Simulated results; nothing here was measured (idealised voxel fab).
Name of the process module below: voxel capacitor over wiring
Xsec cut, 215 nm wide, square cell size 5 nm.
In what follows, cross-sections appear as grids of square cells, described through bands that run from the top down, where every band is one or more rows of cells. The entry gives the band's vertical extent as a top height and a bottom height in nm, then its horizontal make-up as materials from left to right, each with a width in nm. "blank" stands for empty space; a single material marked "throughout" fills the band edge to edge. It should be noted that heights are counted from 0, beneath which the wafer as supplied is of one material throughout, and that the lowest band possesses no lower boundary but continues downward, as written in "0 nm and below". Width spec "30->40" -> top row of cells at first value, bottom row at second value, equal per-row change in between. The cross-section has no changed cell in any step marked "identical to before". Heads up: "Catalogued sealed voids" only lists the empty pockets with no open path to the top that are 8 cells or more, and it writes them as width x height at distance, distance from the left edge, in nm. Whatever follows a step's settings on its line is a remark the simulator itself makes about that step. overlay nm: mask offset rightward from planned place, masked step; negative means leftward offset. Each pair below shows a cross-section before one step and the cross-section after it, down to the lowest band that changed. The line under each pair gives the step between them, with its settings. The pairs can come from different runs of this module on the same starting wafer, so a pair continues from the pair above only where its "State on entry" says so.
State on entry:
> 90 nm to 85 nm: TiN 70; blank 5; TiN 140
> 85 nm to 80 nm: SiO2 65; TiN 5; blank 5; TiN 5; SiO2 135
> 80 nm to 70 nm: SiO2 65->55; TiN 15->75; SiO2 135->85
> 70 nm to 65 nm: SiO2 55; HfO2 75; SiO2 85
> 65 nm to 60 nm: SiO2 50; TiN 85; SiO2 80
> 60 nm to 55 nm: SiCN 55; TiN 15; SiCN 145
> 55 nm to 40 nm: SiO2 throughout
> 40 nm to 20 nm: SiO2 50; W 20; SiO2 70; W 20; SiO2 55
> 20 nm to 15 nm: SiO2 50; TiN 20; SiO2 70; TiN 20; SiO2 55
> 15 nm to 0 nm: SiO2 throughout
> 0 nm and below: Si throughout
> Catalogued sealed voids: none
Resultant Cross-Section:
> 100 nm to 90 nm: W throughout
> 90 nm to 85 nm: TiN 70; W 5; TiN 140
> 85 nm to 80 nm: SiO2 65; TiN 5; W 5; TiN 5; SiO2 135
> Nothing below the height 80 has changed.
> Catalogued sealed voids: none
Formally, the process step situated between the two cross-sections above is FILL_DEP,material W,thk nm 10
State on entry: just use the after drawing of the pair above as your starting point.
Resultant Cross-Section:
> 85 nm to 80 nm: SiO2 65; TiN 5; W 5; TiN 5; SiO2 135
> Nothing below the height 80 has changed.
> Catalogued sealed voids: none
Formally, the process step situated between the two cross-sections above is CMP,height nm 85
State on entry: just use the after drawing of the pair above as your starting point.
Resultant Cross-Section:
> 90 nm to 85 nm: SiN throughout
> Nothing below the height 85 has changed.
> Catalogued sealed voids: none
Formally, the process step situated between the two cross-sections above is CONFORMAL_DEP,material SiN,thk nm 5
State on entry:
> 60 nm to 45 nm: SiO2 55; TiN 5; Ru 5; TiN 5; SiO2 145
> 45 nm to 40 nm: SiCN 55; TiN 15; SiCN 145
> 40 nm to 20 nm: SiO2 50; W 20; SiO2 70; W 20; SiO2 55
> 20 nm to 15 nm: SiO2 50; TiN 20; SiO2 70; TiN 20; SiO2 55
> 15 nm to 0 nm: SiO2 throughout
> 0 nm and below: Si throughout
> Catalogued sealed voids: none
Resultant Cross-Section:
> 75 nm to 60 nm: TiN throughout
> Nothing below the height 60 has changed.
> Catalogued sealed voids: none
Formally, the process step situated between the two cross-sections above is DIRECTIONAL_DEP,material TiN,thk nm 15
State on entry: just use the after drawing of the pair above as your starting point.
Resultant Cross-Section:
> 80 nm to 75 nm: HfO2 throughout
> Nothing below the height 75 has changed.
> Catalogued sealed voids: none
Formally, the process step situated between the two cross-sections above is DIRECTIONAL_DEP,material HfO2,thk nm 5
State on entry: just use the after drawing of the pair above as your starting point.
Resultant Cross-Section:
> 85 nm to 80 nm: TiN throughout
> Nothing below the height 80 has changed.
> Catalogued sealed voids: none
Formally, the process step situated between the two cross-sections above is DIRECTIONAL_DEP,material TiN,thk nm 5
State on entry: just use the after drawing of the pair above as your starting point.
Resultant Cross-Section:
> 105 nm to 85 nm: blank 55; resist 75; blank 85
> Nothing below the height 85 has changed.
> Catalogued sealed voids: none
Formally, the process step situated between the two cross-sections above is PATTERN,tone cover,mask id UPPER_PLATE,material resist,width nm 75,thk nm 20,overlay nm 0
State on entry: just use the after drawing of the pair above as your starting point.
Resultant Cross-Section:
> 105 nm to 85 nm: blank 55; resist 75; blank 85
> 85 nm to 80 nm: blank 55; TiN 75; blank 85
> Nothing below the height 80 has changed.
> Catalogued sealed voids: none
Formally, the process step situated between the two cross-sections above is DIRECTIONAL_ETCH,etch materials TiN,depth nm 5
State on entry: just use the after drawing of the pair above as your starting point.
Resultant Cross-Section:
> 105 nm to 85 nm: blank 55; resist 75; blank 85
> 85 nm to 80 nm: blank 55; TiN 75; blank 85
> 80 nm to 75 nm: blank 55; HfO2 75; blank 85
> Nothing below the height 75 has changed.
> Catalogued sealed voids: none
Formally, the process step situated between the two cross-sections above is DIRECTIONAL_ETCH,etch materials HfO2,depth nm 5
State on entry: just use the after drawing of the pair above as your starting point.
Resultant Cross-Section:
> 85 nm to 80 nm: blank 55; TiN 75; blank 85
> Nothing below the height 80 has changed.
> Catalogued sealed voids: none
Formally, the process step situated between the two cross-sections above is STRIP,etch materials resist
State on entry: just use the after drawing of the pair above as your starting point.
Resultant Cross-Section:
> 85 nm to 80 nm: blank 55; TiN 75; blank 85
> 80 nm to 75 nm: blank 55; HfO2 75; blank 85
> 75 nm to 70 nm: blank 50; TiN 85; blank 80
> Nothing below the height 70 has changed.
> Catalogued sealed voids: none
Formally, the process step situated between the two cross-sections above is MASKED_ETCH,tone cover,mask id LOWER_PLATE,width nm 85,etch materials TiN,depth nm 5,overlay nm 0
State on entry: just use the after drawing of the pair above as your starting point.
Resultant Cross-Section:
> 100 nm to 85 nm: SiO2 throughout
> 85 nm to 80 nm: SiO2 55; TiN 75; SiO2 85
> 80 nm to 75 nm: SiO2 55; HfO2 75; SiO2 85
> 75 nm to 70 nm: SiO2 50; TiN 85; SiO2 80
> Nothing below the height 70 has changed.
> Catalogued sealed voids: none
Formally, the process step situated between the two cross-sections above is FILL_DEP,material SiO2,thk nm 15
State on entry: just use the after drawing of the pair above as your starting point.
Resultant Cross-Section:
> 85 nm to 80 nm: SiO2 55; TiN 75; SiO2 85
> Nothing below the height 80 has changed.
> Catalogued sealed voids: none
Formally, the process step situated between the two cross-sections above is CMP,height nm 85
State on entry: just use the after drawing of the pair above as your starting point.
Resultant Cross-Section:
> 90 nm to 85 nm: TiN throughout
> Nothing below the height 85 has changed.
> Catalogued sealed voids: none
Formally, the process step situated between the two cross-sections above is CONFORMAL_DEP,material TiN,thk nm 5
State on entry: just use the after drawing of the pair above as your starting point.
Resultant Cross-Section:
> 100 nm to 90 nm: W throughout
> Nothing below the height 90 has changed.
> Catalogued sealed voids: none
Formally, the process step situated between the two cross-sections above is FILL_DEP,material W,thk nm 10
State on entry: just use the after drawing of the pair above as your starting point.
Resultant Cross-Section:
> 85 nm to 80 nm: SiO2 55; TiN 75; SiO2 85
> Nothing below the height 80 has changed.
> Catalogued sealed voids: none
Formally, the process step situated between the two cross-sections above is CMP,height nm 85
State on entry: just use the after drawing of the pair above as your starting point.
Resultant Cross-Section:
> 90 nm to 85 nm: SiN throughout
> Nothing below the height 85 has changed.
> Catalogued sealed voids: none
Formally, the process step situated between the two cross-sections above is CONFORMAL_DEP,material SiN,thk nm 5
State on entry:
> 75 nm to 70 nm: TiN throughout
> 70 nm to 65 nm: HfO2 throughout
> 65 nm to 60 nm: TiN throughout
> 60 nm to 45 nm: SiO2 55; TiN 5; Ru 5; TiN 5; SiO2 145
> 45 nm to 40 nm: SiCN 55; TiN 15; SiCN 145
> 40 nm to 20 nm: SiO2 50; W 20; SiO2 70; W 20; SiO2 55
> 20 nm to 15 nm: SiO2 50; TiN 20; SiO2 70; TiN 20; SiO2 55
> 15 nm to 0 nm: SiO2 throughout
> 0 nm and below: Si throughout
> Catalogued sealed voids: none
Resultant Cross-Section:
> 95 nm to 75 nm: blank 60; resist 65; blank 90
> Nothing below the height 75 has changed.
> Catalogued sealed voids: none
Formally, the process step situated between the two cross-sections above is PATTERN,tone cover,mask id UPPER_PLATE,material resist,width nm 65,thk nm 20,overlay nm 0
State on entry: just use the after drawing of the pair above as your starting point.
Resultant Cross-Section:
> 95 nm to 75 nm: blank 60; resist 65; blank 90
> 75 nm to 70 nm: blank 60; TiN 65; blank 90
> Nothing below the height 70 has changed.
> Catalogued sealed voids: none
Formally, the process step situated between the two cross-sections above is DIRECTIONAL_ETCH,etch materials TiN,depth nm 5
State on entry: just use the after drawing of the pair above as your starting point.
Resultant Cross-Section:
> 95 nm to 75 nm: blank 60; resist 65; blank 90
> 75 nm to 70 nm: blank 60; TiN 65; blank 90
> 70 nm to 65 nm: blank 60; HfO2 65; blank 90
> Nothing below the height 65 has changed.
> Catalogued sealed voids: none
Formally, the process step situated between the two cross-sections above is DIRECTIONAL_ETCH,etch materials HfO2,depth nm 5
State on entry: just use the after drawing of the pair above as your starting point.
Resultant Cross-Section:
> 75 nm to 70 nm: blank 60; TiN 65; blank 90
> Nothing below the height 70 has changed.
> Catalogued sealed voids: none
Formally, the process step situated between the two cross-sections above is STRIP,etch materials resist
State on entry: just use the after drawing of the pair above as your starting point.
Resultant Cross-Section:
> 75 nm to 70 nm: blank 60; TiN 65; blank 90
> 70 nm to 65 nm: blank 60; HfO2 65; blank 90
> 65 nm to 60 nm: blank 50; TiN 85; blank 80
> Nothing below the height 60 has changed.
> Catalogued sealed voids: none
Formally, the process step situated between the two cross-sections above is MASKED_ETCH,tone cover,mask id LOWER_PLATE,width nm 85,etch materials TiN,depth nm 5,overlay nm 0
State on entry: just use the after drawing of the pair above as your starting point.
Resultant Cross-Section:
> 90 nm to 75 nm: SiO2 throughout
> 75 nm to 70 nm: SiO2 60; TiN 65; SiO2 90
> 70 nm to 65 nm: SiO2 60; HfO2 65; SiO2 90
> 65 nm to 60 nm: SiO2 50; TiN 85; SiO2 80
> Nothing below the height 60 has changed.
> Catalogued sealed voids: none
Formally, the process step situated between the two cross-sections above is FILL_DEP,material SiO2,thk nm 15
State on entry: just use the after drawing of the pair above as your starting point.
Resultant Cross-Section:
> 85 nm to 75 nm: SiO2 throughout
> Nothing below the height 75 has changed.
> Catalogued sealed voids: none
Formally, the process step situated between the two cross-sections above is CMP,height nm 85
State on entry: just use the after drawing of the pair above as your starting point.
Resultant Cross-Section:
> 85 nm to 75 nm: SiO2 65; blank 15; SiO2 135
> Nothing below the height 75 has changed.
> Catalogued sealed voids: none
Formally, the process step situated between the two cross-sections above is MASKED_ETCH,tone open,mask id PLUG_2,width nm 15,etch materials SiO2,depth nm 10,overlay nm 0
State on entry: just use the after drawing of the pair above as your starting point.
Resultant Cross-Section:
> 90 nm to 85 nm: TiN 70; blank 5; TiN 140
> 85 nm to 80 nm: SiO2 65; TiN 5; blank 5; TiN 5; SiO2 135
> 80 nm to 70 nm: SiO2 65->60; TiN 15->65; SiO2 135->90
> Nothing below the height 70 has changed.
> Catalogued sealed voids: none
Formally, the process step situated between the two cross-sections above is CONFORMAL_DEP,material TiN,thk nm 5
State on entry: just use the after drawing of the pair above as your starting point.
Resultant Cross-Section:
> 100 nm to 90 nm: W throughout
> 90 nm to 85 nm: TiN 70; W 5; TiN 140
> 85 nm to 80 nm: SiO2 65; TiN 5; W 5; TiN 5; SiO2 135
> Nothing below the height 80 has changed.
> Catalogued sealed voids: none
Formally, the process step situated between the two cross-sections above is FILL_DEP,material W,thk nm 10
State on entry: just use the after drawing of the pair above as your starting point.
Resultant Cross-Section:
> 85 nm to 80 nm: SiO2 65; TiN 5; W 5; TiN 5; SiO2 135
> Nothing below the height 80 has changed.
> Catalogued sealed voids: none
Formally, the process step situated between the two cross-sections above is CMP,height nm 85
State on entry: just use the after drawing of the pair above as your starting point.
Resultant Cross-Section:
> 90 nm to 85 nm: SiN throughout
> Nothing below the height 85 has changed.
> Catalogued sealed voids: none
Formally, the process step situated between the two cross-sections above is CONFORMAL_DEP,material SiN,thk nm 5
State on entry:
> 60 nm to 45 nm: SiO2 55; blank 15; SiO2 145
> 45 nm to 40 nm: SiCN throughout
> 40 nm to 20 nm: SiO2 50; W 20; SiO2 70; W 20; SiO2 55
> 20 nm to 15 nm: SiO2 50; TiN 20; SiO2 70; TiN 20; SiO2 55
> 15 nm to 0 nm: SiO2 throughout
> 0 nm and below: Si throughout
> Catalogued sealed voids: none
Resultant Cross-Section:
> 60 nm to 45 nm: SiO2 55; blank 15; SiO2 145
> 45 nm to 40 nm: SiCN 55; blank 10; SiCN 150
> Nothing below the height 40 has changed.
> Catalogued sealed voids: none
Formally, the process step situated between the two cross-sections above is MASKED_ETCH,tone open,mask id PLUG_1,width nm 15,etch materials SiCN,depth nm 5,overlay nm -5
State on entry: just use the after drawing of the pair above as your starting point.
Resultant Cross-Section:
> 65 nm to 60 nm: TiN 60; blank 5; TiN 150
> 60 nm to 50 nm: SiO2 55; TiN 5; blank 5; TiN 5; SiO2 145
> 50 nm to 45 nm: SiO2 55; TiN 15; SiO2 145
> 45 nm to 40 nm: SiCN 55; TiN 10; SiCN 150
> Nothing below the height 40 has changed.
> Catalogued sealed voids: none
Formally, the process step situated between the two cross-sections above is CONFORMAL_DEP,material TiN,thk nm 5
State on entry: just use the after drawing of the pair above as your starting point.
Resultant Cross-Section:
> 70 nm to 65 nm: Ru throughout
> 65 nm to 60 nm: TiN 60; Ru 5; TiN 150
> 60 nm to 50 nm: SiO2 55; TiN 5; Ru 5; TiN 5; SiO2 145
> Nothing below the height 50 has changed.
> Catalogued sealed voids: none
Formally, the process step situated between the two cross-sections above is FILL_DEP,material Ru,thk nm 5
State on entry: just use the after drawing of the pair above as your starting point.
Resultant Cross-Section:
> 60 nm to 50 nm: SiO2 55; TiN 5; Ru 5; TiN 5; SiO2 145
> Nothing below the height 50 has changed.
> Catalogued sealed voids: none
Formally, the process step situated between the two cross-sections above is CMP,height nm 60
State on entry: just use the after drawing of the pair above as your starting point.
Resultant Cross-Section:
> 65 nm to 60 nm: TiN throughout
> Nothing below the height 60 has changed.
> Catalogued sealed voids: none
Formally, the process step situated between the two cross-sections above is DIRECTIONAL_DEP,material TiN,thk nm 5
State on entry: just use the after drawing of the pair above as your starting point.
Resultant Cross-Section:
> 70 nm to 65 nm: HfO2 throughout
> Nothing below the height 65 has changed.
> Catalogued sealed voids: none
Formally, the process step situated between the two cross-sections above is DIRECTIONAL_DEP,material HfO2,thk nm 5
State on entry: just use the after drawing of the pair above as your starting point.
Resultant Cross-Section:
> 75 nm to 70 nm: TiN throughout
> Nothing below the height 70 has changed.
> Catalogued sealed voids: none
Formally, the process step situated between the two cross-sections above is DIRECTIONAL_DEP,material TiN,thk nm 5
State on entry: just use the after drawing of the pair above as your starting point.
Resultant Cross-Section:
> 95 nm to 75 nm: blank 55; resist 75; blank 85
> Nothing below the height 75 has changed.
> Catalogued sealed voids: none
Formally, the process step situated between the two cross-sections above is PATTERN,tone cover,mask id UPPER_PLATE,material resist,width nm 75,thk nm 20,overlay nm 0
State on entry: just use the after drawing of the pair above as your starting point.
Resultant Cross-Section:
> 95 nm to 75 nm: blank 55; resist 75; blank 85
> 75 nm to 70 nm: blank 55; TiN 75; blank 85
> Nothing below the height 70 has changed.
> Catalogued sealed voids: none
Formally, the process step situated between the two cross-sections above is DIRECTIONAL_ETCH,etch materials TiN,depth nm 5
State on entry: just use the after drawing of the pair above as your starting point.
Resultant Cross-Section:
> 95 nm to 75 nm: blank 55; resist 75; blank 85
> 75 nm to 70 nm: blank 55; TiN 75; blank 85
> 70 nm to 65 nm: blank 55; HfO2 75; blank 85
> Nothing below the height 65 has changed.
> Catalogued sealed voids: none
Formally, the process step situated between the two cross-sections above is DIRECTIONAL_ETCH,etch materials HfO2,depth nm 5
State on entry: just use the after drawing of the pair above as your starting point.
Resultant Cross-Section:
> 75 nm to 70 nm: blank 55; TiN 75; blank 85
> Nothing below the height 70 has changed.
> Catalogued sealed voids: none
Formally, the process step situated between the two cross-sections above is STRIP,etch materials resist
State on entry: just use the after drawing of the pair above as your starting point.
Resultant Cross-Section:
> 75 nm to 70 nm: blank 55; TiN 75; blank 85
> 70 nm to 65 nm: blank 55; HfO2 75; blank 85
> 65 nm to 60 nm: blank 50; TiN 85; blank 80
> Nothing below the height 60 has changed.
> Catalogued sealed voids: none
Formally, the process step situated between the two cross-sections above is MASKED_ETCH,tone cover,mask id LOWER_PLATE,width nm 85,etch materials TiN,depth nm 5,overlay nm 0
State on entry: just use the after drawing of the pair above as your starting point.
Resultant Cross-Section:
> 90 nm to 75 nm: SiO2 throughout
> 75 nm to 70 nm: SiO2 55; TiN 75; SiO2 85
> 70 nm to 65 nm: SiO2 55; HfO2 75; SiO2 85
> 65 nm to 60 nm: SiO2 50; TiN 85; SiO2 80
> Nothing below the height 60 has changed.
> Catalogued sealed voids: none
Formally, the process step situated between the two cross-sections above is FILL_DEP,material SiO2,thk nm 15
State on entry: just use the after drawing of the pair above as your starting point.
Resultant Cross-Section:
> 85 nm to 75 nm: SiO2 throughout
> Nothing below the height 75 has changed.
> Catalogued sealed voids: none
Formally, the process step situated between the two cross-sections above is CMP,height nm 85
State on entry: just use the after drawing of the pair above as your starting point.
Resultant Cross-Section:
> 85 nm to 75 nm: SiO2 65; blank 15; SiO2 135
> Nothing below the height 75 has changed.
> Catalogued sealed voids: none
Formally, the process step situated between the two cross-sections above is MASKED_ETCH,tone open,mask id PLUG_2,width nm 15,etch materials SiO2,depth nm 10,overlay nm 0
State on entry: just use the after drawing of the pair above as your starting point.
Resultant Cross-Section:
> 90 nm to 85 nm: TiN 70; blank 5; TiN 140
> 85 nm to 80 nm: SiO2 65; TiN 5; blank 5; TiN 5; SiO2 135
> 80 nm to 70 nm: SiO2 65->55; TiN 15->75; SiO2 135->85
> Nothing below the height 70 has changed.
> Catalogued sealed voids: none
Formally, the process step situated between the two cross-sections above is CONFORMAL_DEP,material TiN,thk nm 5
State on entry: just use the after drawing of the pair above as your starting point.
Resultant Cross-Section:
> 100 nm to 90 nm: W throughout
> 90 nm to 85 nm: TiN 70; W 5; TiN 140
> 85 nm to 80 nm: SiO2 65; TiN 5; W 5; TiN 5; SiO2 135
> Nothing below the height 80 has changed.
> Catalogued sealed voids: none
Formally, the process step situated between the two cross-sections above is FILL_DEP,material W,thk nm 10
State on entry: just use the after drawing of the pair above as your starting point.
Resultant Cross-Section:
> 85 nm to 80 nm: SiO2 65; TiN 5; W 5; TiN 5; SiO2 135
> Nothing below the height 80 has changed.
> Catalogued sealed voids: none
Formally, the process step situated between the two cross-sections above is CMP,height nm 85
State on entry: just use the after drawing of the pair above as your starting point.
Resultant Cross-Section:
> 90 nm to 85 nm: SiN throughout
> Nothing below the height 85 has changed.
> Catalogued sealed voids: none
Formally, the process step situated between the two cross-sections above is CONFORMAL_DEP,material SiN,thk nm 5
State on entry:
> 85 nm to 80 nm: SiO2 65; TiN 5; W 5; TiN 5; SiO2 135
> 80 nm to 70 nm: SiO2 65->55; TiN 15->75; SiO2 135->85
> 70 nm to 65 nm: SiO2 55; HfO2 75; SiO2 85
> 65 nm to 60 nm: SiO2 50; TiN 85; SiO2 80
> 60 nm to 45 nm: SiO2 55; TiN 5; Ru 5; TiN 5; SiO2 145
> 45 nm to 40 nm: SiCN 55; TiN 15; SiCN 145
> 40 nm to 20 nm: SiO2 50; W 20; SiO2 70; W 20; SiO2 55
> 20 nm to 15 nm: SiO2 50; TiN 20; SiO2 70; TiN 20; SiO2 55
> 15 nm to 0 nm: SiO2 throughout
> 0 nm and below: Si throughout
> Catalogued sealed voids: none
Resultant Cross-Section:
> 90 nm to 85 nm: HfO2 throughout
> Nothing below the height 85 has changed.
> Catalogued sealed voids: none
Formally, the process step situated between the two cross-sections above is CONFORMAL_DEP,material HfO2,thk nm 5
State on entry:
> 40 nm to 20 nm: W throughout
> 20 nm to 15 nm: TiN throughout
> 15 nm to 0 nm: SiO2 throughout
> 0 nm and below: Si throughout
> Catalogued sealed voids: none
Resultant Cross-Section:
> 40 nm to 20 nm: W 50; blank 20; W 70; blank 20; W 55
> Nothing below the height 20 has changed.
> Catalogued sealed voids: none
Formally, the process step situated between the two cross-sections above is MASKED_ETCH,tone open,mask id METAL_1,width nm 20,pitch nm 90,etch materials W,depth nm 20,overlay nm 0
State on entry: just use the after drawing of the pair above as your starting point.
Resultant Cross-Section:
> 50 nm to 40 nm: SiO2 throughout
> 40 nm to 20 nm: W 50; SiO2 20; W 70; SiO2 20; W 55
> Nothing below the height 20 has changed.
> Catalogued sealed voids: none
Formally, the process step situated between the two cross-sections above is FILL_DEP,material SiO2,thk nm 10
State on entry: just use the after drawing of the pair above as your starting point.
Resultant Cross-Section:
> 40 nm to 20 nm: W 50; SiO2 20; W 70; SiO2 20; W 55
> Nothing below the height 20 has changed.
> Catalogued sealed voids: none
Formally, the process step situated between the two cross-sections above is CMP,height nm 40
State on entry: just use the after drawing of the pair above as your starting point.
Resultant Cross-Section:
> 45 nm to 40 nm: SiCN throughout
> Nothing below the height 40 has changed.
> Catalogued sealed voids: none
Formally, the process step situated between the two cross-sections above is CONFORMAL_DEP,material SiCN,thk nm 5
State on entry: just use the after drawing of the pair above as your starting point.
Resultant Cross-Section:
> 60 nm to 45 nm: SiO2 throughout
> Nothing below the height 45 has changed.
> Catalogued sealed voids: none
Formally, the process step situated between the two cross-sections above is DIRECTIONAL_DEP,material SiO2,thk nm 15
State on entry: just use the after drawing of the pair above as your starting point.
Resultant Cross-Section:
> 60 nm to 45 nm: SiO2 55; blank 15; SiO2 145
> Nothing below the height 45 has changed.
> Catalogued sealed voids: none
Formally, the process step situated between the two cross-sections above is MASKED_ETCH,tone open,mask id PLUG_1,width nm 15,etch materials SiO2,depth nm 15,overlay nm 0
State on entry: just use the after drawing of the pair above as your starting point.
Resultant Cross-Section:
> 60 nm to 45 nm: SiO2 55; blank 15; SiO2 145
> 45 nm to 40 nm: SiCN 55; blank 15; SiCN 145
> Nothing below the height 40 has changed.
> Catalogued sealed voids: none
Formally, the process step situated between the two cross-sections above is MASKED_ETCH,tone open,mask id PLUG_1,width nm 15,etch materials SiCN,depth nm 5,overlay nm 0
State on entry: just use the after drawing of the pair above as your starting point.
Resultant Cross-Section:
> 65 nm to 60 nm: TiN 60; blank 5; TiN 150
> 60 nm to 45 nm: SiO2 55; TiN 5; blank 5; TiN 5; SiO2 145
> 45 nm to 40 nm: SiCN 55; TiN 15; SiCN 145
> Nothing below the height 40 has changed.
> Catalogued sealed voids: none
Formally, the process step situated between the two cross-sections above is CONFORMAL_DEP,material TiN,thk nm 5
State on entry: just use the after drawing of the pair above as your starting point.
Resultant Cross-Section:
> 70 nm to 65 nm: Ru throughout
> 65 nm to 60 nm: TiN 60; Ru 5; TiN 150
> 60 nm to 45 nm: SiO2 55; TiN 5; Ru 5; TiN 5; SiO2 145
> Nothing below the height 45 has changed.
> Catalogued sealed voids: none
Formally, the process step situated between the two cross-sections above is FILL_DEP,material Ru,thk nm 5
State on entry: just use the after drawing of the pair above as your starting point.
Resultant Cross-Section:
> 60 nm to 45 nm: SiO2 55; TiN 5; Ru 5; TiN 5; SiO2 145
> Nothing below the height 45 has changed.
> Catalogued sealed voids: none
Formally, the process step situated between the two cross-sections above is CMP,height nm 60
State on entry: just use the after drawing of the pair above as your starting point.
Resultant Cross-Section:
> 65 nm to 60 nm: TiN throughout
> Nothing below the height 60 has changed.
> Catalogued sealed voids: none
Formally, the process step situated between the two cross-sections above is DIRECTIONAL_DEP,material TiN,thk nm 5
State on entry: just use the after drawing of the pair above as your starting point.
Resultant Cross-Section:
> 70 nm to 65 nm: HfO2 throughout
> Nothing below the height 65 has changed.
> Catalogued sealed voids: none
Formally, the process step situated between the two cross-sections above is DIRECTIONAL_DEP,material HfO2,thk nm 5
State on entry: just use the after drawing of the pair above as your starting point.
Resultant Cross-Section:
> 75 nm to 70 nm: TiN throughout
> Nothing below the height 70 has changed.
> Catalogued sealed voids: none
Formally, the process step situated between the two cross-sections above is DIRECTIONAL_DEP,material TiN,thk nm 5
State on entry: just use the after drawing of the pair above as your starting point.
Resultant Cross-Section:
> 95 nm to 75 nm: blank 55; resist 75; blank 85
> Nothing below the height 75 has changed.
> Catalogued sealed voids: none
Formally, the process step situated between the two cross-sections above is PATTERN,tone cover,mask id UPPER_PLATE,material resist,width nm 75,thk nm 20,overlay nm 0
State on entry: just use the after drawing of the pair above as your starting point.
Resultant Cross-Section:
> 95 nm to 75 nm: blank 55; resist 75; blank 85
> 75 nm to 70 nm: blank 55; TiN 75; blank 85
> Nothing below the height 70 has changed.
> Catalogued sealed voids: none
Formally, the process step situated between the two cross-sections above is DIRECTIONAL_ETCH,etch materials TiN,depth nm 5
State on entry: just use the after drawing of the pair above as your starting point.
Resultant Cross-Section:
> 95 nm to 75 nm: blank 55; resist 75; blank 85
> 75 nm to 70 nm: blank 55; TiN 75; blank 85
> 70 nm to 65 nm: blank 55; HfO2 75; blank 85
> Nothing below the height 65 has changed.
> Catalogued sealed voids: none
Formally, the process step situated between the two cross-sections above is DIRECTIONAL_ETCH,etch materials HfO2,depth nm 5
State on entry: just use the after drawing of the pair above as your starting point.
Resultant Cross-Section:
> 75 nm to 70 nm: blank 55; TiN 75; blank 85
> Nothing below the height 70 has changed.
> Catalogued sealed voids: none
Formally, the process step situated between the two cross-sections above is STRIP,etch materials resist
State on entry: just use the after drawing of the pair above as your starting point.
Resultant Cross-Section:
> 75 nm to 70 nm: blank 55; TiN 75; blank 85
> 70 nm to 65 nm: blank 55; HfO2 75; blank 85
> 65 nm to 60 nm: blank 50; TiN 85; blank 80
> Nothing below the height 60 has changed.
> Catalogued sealed voids: none
Formally, the process step situated between the two cross-sections above is MASKED_ETCH,tone cover,mask id LOWER_PLATE,width nm 85,etch materials TiN,depth nm 5,overlay nm 0
State on entry: just use the after drawing of the pair above as your starting point.
Resultant Cross-Section:
> 90 nm to 75 nm: SiO2 throughout
> 75 nm to 70 nm: SiO2 55; TiN 75; SiO2 85
> 70 nm to 65 nm: SiO2 55; HfO2 75; SiO2 85
> 65 nm to 60 nm: SiO2 50; TiN 85; SiO2 80
> Nothing below the height 60 has changed.
> Catalogued sealed voids: none
Formally, the process step situated between the two cross-sections above is FILL_DEP,material SiO2,thk nm 15
State on entry: just use the after drawing of the pair above as your starting point.
Resultant Cross-Section:
> 85 nm to 75 nm: SiO2 throughout
> Nothing below the height 75 has changed.
> Catalogued sealed voids: none
Formally, the process step situated between the two cross-sections above is CMP,height nm 85
State on entry: just use the after drawing of the pair above as your starting point.
Resultant Cross-Section:
> 85 nm to 75 nm: SiO2 65; blank 15; SiO2 135
> Nothing below the height 75 has changed.
> Catalogued sealed voids: none
Formally, the process step situated between the two cross-sections above is MASKED_ETCH,tone open,mask id PLUG_2,width nm 15,etch materials SiO2,depth nm 10,overlay nm 0
State on entry: just use the after drawing of the pair above as your starting point.
Resultant Cross-Section:
> 90 nm to 85 nm: TiN 70; blank 5; TiN 140
> 85 nm to 80 nm: SiO2 65; TiN 5; blank 5; TiN 5; SiO2 135
> 80 nm to 70 nm: SiO2 65->55; TiN 15->75; SiO2 135->85
> Nothing below the height 70 has changed.
> Catalogued sealed voids: none
Formally, the process step situated between the two cross-sections above is CONFORMAL_DEP,material TiN,thk nm 5
State on entry: just use the after drawing of the pair above as your starting point.
Resultant Cross-Section:
> 100 nm to 90 nm: W throughout
> 90 nm to 85 nm: TiN 70; W 5; TiN 140
> 85 nm to 80 nm: SiO2 65; TiN 5; W 5; TiN 5; SiO2 135
> Nothing below the height 80 has changed.
> Catalogued sealed voids: none
Formally, the process step situated between the two cross-sections above is FILL_DEP,material W,thk nm 10
State on entry: just use the after drawing of the pair above as your starting point.
Resultant Cross-Section:
> 85 nm to 80 nm: SiO2 65; TiN 5; W 5; TiN 5; SiO2 135
> Nothing below the height 80 has changed.
> Catalogued sealed voids: none
Formally, the process step situated between the two cross-sections above is CMP,height nm 85
State on entry: just use the after drawing of the pair above as your starting point.
Resultant Cross-Section:
> 90 nm to 85 nm: SiN throughout
> Nothing below the height 85 has changed.
> Catalogued sealed voids: none
Formally, the process step situated between the two cross-sections above is CONFORMAL_DEP,material SiN,thk nm 5
